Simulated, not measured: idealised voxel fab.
Process module name: voxel spacer lines
Pictured: cross-section cut, 225 nm wide, on a grid of 5 nm square cells.
A cross-section is a grid of square cells, given in bands from the top down. A band is one or more rows of cells.
Heights first: top, then bottom, in nm. Then materials, left to right, each with a width in nm. "throughout" on a single material: fills the band edge to edge. "air": empty space.
Heads up on the height convention: 0 is the point under which the incoming wafer is all one material, and the lowest band has no bottom, it just keeps going down, like "z 0 and below".
Width: "30..40" (first number = top row, second number = bottom row, same change from row to row of cells).
"nothing different" after a step means that no cell of the cross-section changed.
"Completely enclosed voids" lists enclosed empty spaces (at least 8 cells, no open path upward to the top), each as width x height at distance from the left edge, in nm.
Step line, after settings: the simulator's comment on this step.
"overlay nm" denotes, for a step that has a mask, the displacement of the mask to the right of its planned place, with negative values corresponding to the left.

### Listed below are the process steps as planned
1 RECEIVE, material Si
2 CONFORMAL_DEP, material Al2O3, thk nm 10
3 DIRECTIONAL_DEP, material polySi, thk nm 10
4 DIRECTIONAL_DEP, material aC, thk nm 25
5 PATTERN, tone cover, mask id MANDREL, material resist, width nm 25, pitch nm 70, thk nm 30, overlay nm 0
6 DIRECTIONAL_ETCH, etch materials aC, depth nm 25
7 STRIP, etch materials resist
8 CONFORMAL_DEP, material SiO2, thk nm 10
9 DIRECTIONAL_ETCH, etch materials SiO2, depth nm 10
10 STRIP, etch materials aC
11 DIRECTIONAL_ETCH, etch materials polySi, depth nm 10
12 STRIP, etch materials SiO2

### As received (post step 1): cross-section
  z 0 and below | Si throughout
  Completely enclosed voids: none

### Cross-section: first of two wafers, module finished, run according to plan
  z 20 to 10 | 55 air | 10 polySi | 25 air | 10 polySi | 25 air | 10 polySi | 25 air | 10 polySi | 55 air
  z 10 to 0 | Al2O3 throughout
  z 0 and below | Si throughout
  Completely enclosed voids: none

### The second wafer, shown in cross-section after the module: started the same way as the first and given the same plan, yet one mistake crept into how it was run
  z 20 to 10 | 65 air | 10 polySi | 25 air | 10 polySi | 25 air | 10 polySi | 25 air | 10 polySi | 45 air
  z 10 to 0 | Al2O3 throughout
  z 0 and below | Si throughout
  Completely enclosed voids: none
Diagnosis: it should be noted that step 5 was executed with settings other than those planned, the operation and settings actually applied being PATTERN, tone cover, mask id MANDREL, material resist, width nm 25, pitch nm 70, thk nm 30, overlay nm 10
In the final comparison it is observed that the number of cells assigned to each material is identical for the two wafers, whereas their placement is not.
